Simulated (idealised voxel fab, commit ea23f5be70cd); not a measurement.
This is a process module. Its name is voxel self aligned contacts.
We display cut, a cross-section 235 nm in width whose square cells are each 5 nm.
Think of the cross-section as a grid of square cells. We describe it in bands, top to bottom, and each band covers one or more rows of those cells. Top height, bottom height, nm. Materials left to right, width each, nm. Single material + "full width" = fills band edge to edge. "air" = empty. All heights in this document are referenced to 0, defined as the level beneath which the wafer, as received, consists entirely of one material. The lowest band is not bounded below; it extends indefinitely downward and is written in the form "z 0 and below". Quick explanation for "30->40": the width changes in equal steps down the rows of cells, from the first number in the band's top row to the second number in its bottom row. "remains unaltered", as given for a step, is the statement that not any cell of the cross-section underwent a change during that step. "Fully sealed voids" specifies each empty space that is not open to the top and that occupies no fewer than 8 cells, using the form width x height at distance, the distance measured from the left edge and all three quantities in nm. Formally, on a step line, whatever follows the settings is a remark that the simulator itself makes on the step. Steps that use a mask can have "overlay nm" on their line. It says how far the mask sat to the right of where it was meant to be. Negative means to the left.

### So here's the lineup of process steps we planned
step 1: RECEIVE (material Si)
step 2: OXIDIZE (depth nm 5)
step 3: DIRECTIONAL_DEP (material polySi; thk nm 25)
step 4: DIRECTIONAL_DEP (material SiN; thk nm 15)
step 5: MASKED_ETCH (tone cover; mask id GATE; width nm 25; pitch nm 50; etch materials SiN; depth nm 15; overlay nm 0)
step 6: MASKED_ETCH (tone cover; mask id GATE; width nm 25; pitch nm 50; etch materials polySi; depth nm 25; overlay nm 0)
step 7: CONFORMAL_DEP (material SiN; thk nm 5)
step 8: DIRECTIONAL_ETCH (etch materials SiN; depth nm 5)
step 9: FILL_DEP (material SiO2; thk nm 20)
step 10: CMP (height nm 50)
step 11: PATTERN (tone open; mask id CONTACT; material resist; width nm 35; thk nm 15; overlay nm 0)
step 12: DIRECTIONAL_ETCH (etch materials SiO2; depth nm 55)
step 13: STRIP (etch materials resist)
step 14: CONFORMAL_DEP (material TiN; thk nm 5)
step 15: FILL_DEP (material W; thk nm 5)
step 16: CMP (height nm 50)
step 17: CONFORMAL_DEP (material SiCN; thk nm 5)

### Cross-section of the wafer upon arrival, representing the state reached after step 1
	z 0 and below = Si full width
	Fully sealed voids: none

### Sectioned view, first of two wafers, at the close of the module, processed as intended in the plan
	z 55 to 50 = SiCN full width
	z 50 to 40 = 100 of SiO2, then 5->15 of TiN, then 25->5 of W, then 5->15 of TiN, then 100 of SiO2
	z 40 to 25 = 75 of SiO2, then 35 of SiN, then 5 of TiN, then 5 of W, then 5 of TiN, then 35 of SiN, then 75 of SiO2
	z 25 to 0 = 75 of SiO2, then 5 of SiN, then 25 of polySi, then 5 of SiN, then 5 of TiN, then 5 of W, then 5 of TiN, then 5 of SiN, then 25 of polySi, then 5 of SiN, then 75 of SiO2
	z 0 to -5 = 110 of SiO2, then 15 of TiN, then 110 of SiO2
	z -5 and below = Si full width
	Fully sealed voids: none

### second wafer at the end: like start, like plan, one mistake
	z 55 to 50 = SiCN full width
	z 50 to 40 = 100 of SiO2, then 5->10 of TiN, then 25->15 of W, then 5->10 of TiN, then 100 of SiO2
	z 40 to 25 = 80 of SiO2, then 25 of SiN, then 5 of TiN, then 15 of W, then 5 of TiN, then 25 of SiN, then 80 of SiO2
	z 25 to 0 = 80 of SiO2, then 25 of polySi, then 5 of TiN, then 15 of W, then 5 of TiN, then 25 of polySi, then 80 of SiO2
	z 0 to -5 = 105 of SiO2, then 25 of TiN, then 105 of SiO2
	z -5 and below = Si full width
	Fully sealed voids: none
Diagnosis: step 7 did not use the planned setting and instead ran as CONFORMAL_DEP (material SiO2; thk nm 5)
The second wafer ends with more or fewer cells of some materials than the first, per final count: 32 fewer of SiN, 14 more of SiO2, 18 more of W
